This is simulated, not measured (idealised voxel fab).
Process module, titled voxel double patterning
Cross-section cut spans 210 nm and uses square cells 5 nm in size.
A cross-section in this document is a grid of square cells, and it is written down as bands, the top band listed before the ones below it; a band is made up of one or more rows of cells. Within each band entry, the heights of the top and of the bottom of the band appear first, in that order and in nm; the materials of the band then follow from left to right, each with its corresponding width in nm. The designation "edge to edge" on a single material indicates that it fills the band from edge to edge; the designation "empty" indicates empty space. All heights in this document are referenced to 0, defined as the level beneath which the wafer, as received, consists entirely of one material. The lowest band is not bounded below; it extends indefinitely downward and is written in the form "from 0 down". It should be noted that a width expressed as "30..40" varies in equal increments from row to row of cells within the band, taking the value of the first number at the top row and that of the second number at the bottom row. Take "all unchanged" at face value: in the step it is given for, the cross-section changed in none of its cells. Reported under the label "Sealed-off cavities" are the empty spaces having no open way to the top and comprising 8 cells or more; the notation for each is width x height at distance, in which the distance is measured from the left edge and all three values are in nm. Step line, after settings: the simulator's comment on this step. "overlay nm", when on a step's line for a step with a mask, measures how far to the right of its planned place the mask lay; a negative measure means to the left.

[So here's the lineup of process steps we planned]
1) RECEIVE | material Si
2) CONFORMAL_DEP | material SiO2 | thk nm 10
3) DIRECTIONAL_DEP | material polySi | thk nm 10
4) DIRECTIONAL_DEP | material SiN | thk nm 10
5) DIRECTIONAL_DEP | material aC | thk nm 10
6) PATTERN | tone open | mask id FIRST | material resist | width nm 15 | pitch nm 50 | thk nm 25 | overlay nm -15
7) DIRECTIONAL_ETCH | etch materials aC | depth nm 10
8) STRIP | etch materials resist
9) DIRECTIONAL_ETCH | etch materials SiN | depth nm 10
10) STRIP | etch materials aC
11) MASKED_ETCH | tone open | mask id SECOND | width nm 15 | pitch nm 50 | etch materials SiN | depth nm 10 | overlay nm 0
12) DIRECTIONAL_ETCH | etch materials polySi | depth nm 10
13) STRIP | etch materials SiN
For clarity, it should be stated that the wafers under discussion commence in an identical condition and differ with respect to the overlay nm of step 6, the plan indicating the value that the first wafer had.

[Received wafers, first of several: cross-section after step 1]
    from 0 down  Si edge to edge
    Sealed-off cavities: none

[Wafer cross-section (first of several) - module end, post step 13 (last step)]
    from 20 to 10  30 nm polySi; 15 nm empty; 25 nm polySi; 25 nm empty; 25 nm polySi; 25 nm empty; 65 nm polySi
    from 10 to 0  SiO2 edge to edge
    from 0 down  Si edge to edge
    Sealed-off cavities: none

[Cross-section, last wafer, module completion]
    from 20 to 10  60 nm polySi; 25 nm empty; 25 nm polySi; 25 nm empty; 25 nm polySi; 15 nm empty; 35 nm polySi
    from 10 to 0  SiO2 edge to edge
    from 0 down  Si edge to edge
    Sealed-off cavities: none

[Per wafer (row), end of module: delta in cells per material since receipt, (+) for gained, (-) for lost; closed voids after that]
overlay nm -15; +84 SiO2; +58 polySi; Sealed-off cavities: none
overlay nm -10; +84 SiO2; +54 polySi; Sealed-off cavities: none
overlay nm -5; +84 SiO2; +54 polySi; Sealed-off cavities: none
overlay nm 0; +84 SiO2; +54 polySi; Sealed-off cavities: none
overlay nm 5; +84 SiO2; +54 polySi; Sealed-off cavities: none
overlay nm 10; +84 SiO2; +54 polySi; Sealed-off cavities: none
overlay nm 15; +84 SiO2; +58 polySi; Sealed-off cavities: none
